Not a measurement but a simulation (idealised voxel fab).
Herein follows the process module entitled voxel quadruple lines.
Section cut is 155 nm wide and gridded with 5 nm square cells.
We lay out every cross-section as a grid of square cells and spell it out in bands from the top down, where one band means one or more rows of cells.
For a band, the entry starts with two heights in nm, that of the top and then that of the bottom, and carries on with the band's materials in order from left to right, each alongside its width in nm; the word "everywhere" beside a single material means it fills the band edge to edge, and "blank" means empty space.
Height reference: 0 = level under which incoming wafer is all one material. Lowest band: no bottom, runs on downward, e.g. "top 0, no bottom".
Width: "30..40" (first number = top row, second number = bottom row, same change from row to row of cells).
Where a step carries "remained unchanged", the cross-section came out of it unchanged, cell for cell.
Look at "Sealed cavities" for the closed voids: empty spaces with no open path to the top, sized 8 cells or up. Each is width x height at distance, distance from the left edge, all nm.
That trailing text on a step's line, after the settings, is the simulator's own remark on the step.
A step's line can hold "overlay nm"; with a mask on that step, the setting says how far right of the planned place the mask lay, while a negative setting says it lay to the left.
## The steps planned for the process are as follows
step 1: RECEIVE with material Si
step 2: CONFORMAL_DEP with material SiO2, thk nm 5
step 3: DIRECTIONAL_DEP with material W, thk nm 10
step 4: DIRECTIONAL_DEP with material polySi, thk nm 15
step 5: DIRECTIONAL_DEP with material aC, thk nm 20
step 6: PATTERN with tone cover, mask id MANDREL, material resist, width nm 35, thk nm 30, overlay nm 0
step 7: DIRECTIONAL_ETCH with etch materials aC, depth nm 20
step 8: STRIP with etch materials resist
step 9: CONFORMAL_DEP with material SiO2, thk nm 15
step 10: DIRECTIONAL_ETCH with etch materials SiO2, depth nm 15
step 11: STRIP with etch materials aC
step 12: DIRECTIONAL_ETCH with etch materials polySi, depth nm 15
step 13: STRIP with etch materials SiO2
step 14: CONFORMAL_DEP with material SiCN, thk nm 10
step 15: DIRECTIONAL_ETCH with etch materials SiCN, depth nm 10
step 16: STRIP with etch materials polySi
step 17: DIRECTIONAL_ETCH with etch materials W, depth nm 10
step 18: STRIP with etch materials SiCN
## Cross-section of the incoming wafer, state after step 1
    top 0, no bottom  Si everywhere
    Sealed cavities: none
## Here's the cross-section of the first of our two wafers at the end of the module - it ran as planned
    top 15, bottom 5  35 nm blank; 10 nm W; 15 nm blank; 10 nm W; 15 nm blank; 10 nm W; 15 nm blank; 10 nm W; 35 nm blank
    top 5, bottom 0  SiO2 everywhere
    top 0, no bottom  Si everywhere
    Sealed cavities: none
## Second wafer through the module, sectioned at the end: same beginning and same plan as the first wafer, with one mistake in carrying it out
    top 10, bottom 0  35 nm blank; 10 nm W; 15 nm blank; 10 nm W; 15 nm blank; 10 nm W; 15 nm blank; 10 nm W; 35 nm blank
    top 0, no bottom  Si everywhere
    Sealed cavities: none
Diagnosis: step 2 was left out
Per the end-of-run cell counts, the second wafer holds more or fewer of some materials than the first: 31 fewer of SiO2
